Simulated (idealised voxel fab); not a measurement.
The following process module bears the name voxel air gaps.
We display cut, a cross-section 285 nm in width whose square cells are each 5 nm.
In this document a cross-section is written as a grid of square cells. It is given as a series of bands, listed from the top down, and a band is one or more rows of cells.
A band entry consists of two parts. The first gives the height of the band's top and the height of its bottom, in nm. The rest lists the band's materials from left to right, each with its width in nm. A single material labelled with the word "edge to edge" fills the band from edge to edge, and the word "empty" marks empty space.
Heights from 0 (as-received wafer is one material below). Bottom band endless downward, as "0 and below".
The width entry "30 to 40" should be interpreted row by row: the top row of cells in the band takes the first number, the bottom row takes the second number, and the change between adjacent rows is uniform throughout.
A step reported as "nothing changed" is a step in which no cell of the cross-section changed.
"Enclosed void inventory": sealed empty spaces, 8 cells or more, no open way to top, listed width x height at distance, with distance from the left edge and width, height and distance in nm.
Where a step's line continues beyond its settings, the continuation is a remark by the simulator itself on that step.
A step's line can hold "overlay nm"; with a mask on that step, the setting says how far right of the planned place the mask lay, while a negative setting says it lay to the left.
-- Planned step list for the process
| 1 | RECEIVE (material Si) |
| 2 | CONFORMAL_DEP (material SiO2; thk nm 15) |
| 3 | CONFORMAL_DEP (material SiN; thk nm 5) |
| 4 | DIRECTIONAL_DEP (material SiO2; thk nm 35) |
| 5 | PATTERN (tone open; mask id LINES; material resist; width nm 25; pitch nm 50; thk nm 20; overlay nm 0) |
| 6 | DIRECTIONAL_ETCH (etch materials SiO2; depth nm 35) |
| 7 | STRIP (etch materials resist) |
| 8 | CONFORMAL_DEP (material TiN; thk nm 5) |
| 9 | FILL_DEP (material W; thk nm 5) |
| 10 | CMP (height nm 55) |
| 11 | EPI (material Ru; thk nm 10) |
| 12 | SELECTIVE_ETCH (etch materials SiO2; depth nm 45) |
| 13 | CONFORMAL_DEP (material SiCN; thk nm 5) |
-- Wafer as received: cross-section following step 1
> 0 and below = Si edge to edge
> Enclosed void inventory: none
-- Module complete, cross-section. Starting point and plan per above. One mistake made in running the module
> 70 down to 65 = empty 65 nm, SiCN 155 nm, empty 65 nm
> 65 down to 55 = empty 65 nm, SiCN 5 nm, Ru 45 nm, SiCN 5 nm, Ru 45 nm, SiCN 5 nm, Ru 45 nm, SiCN 5 nm, empty 65 nm
> 55 down to 25 = empty 65 nm, SiCN 5 nm, Ru 10 nm, TiN 5 nm, W 15 nm, TiN 5 nm, Ru 10 nm, SiCN 5 nm, Ru 10 nm, TiN 5 nm, W 15 nm, TiN 5 nm, Ru 10 nm, SiCN 5 nm, Ru 10 nm, TiN 5 nm, W 15 nm, TiN 5 nm, Ru 10 nm, SiCN 5 nm, empty 65 nm
> 25 down to 20 = SiCN 70 nm, Ru 10 nm, TiN 25 nm, Ru 10 nm, SiCN 5 nm, Ru 10 nm, TiN 25 nm, Ru 10 nm, SiCN 5 nm, Ru 10 nm, TiN 25 nm, Ru 10 nm, SiCN 70 nm
> 20 down to 15 = SiN edge to edge
> 15 down to 0 = SiO2 edge to edge
> 0 and below = Si edge to edge
> Enclosed void inventory: none
What was the processing mistake? it was found that steps 11 and 12 of the process plan had been performed in exchanged positions
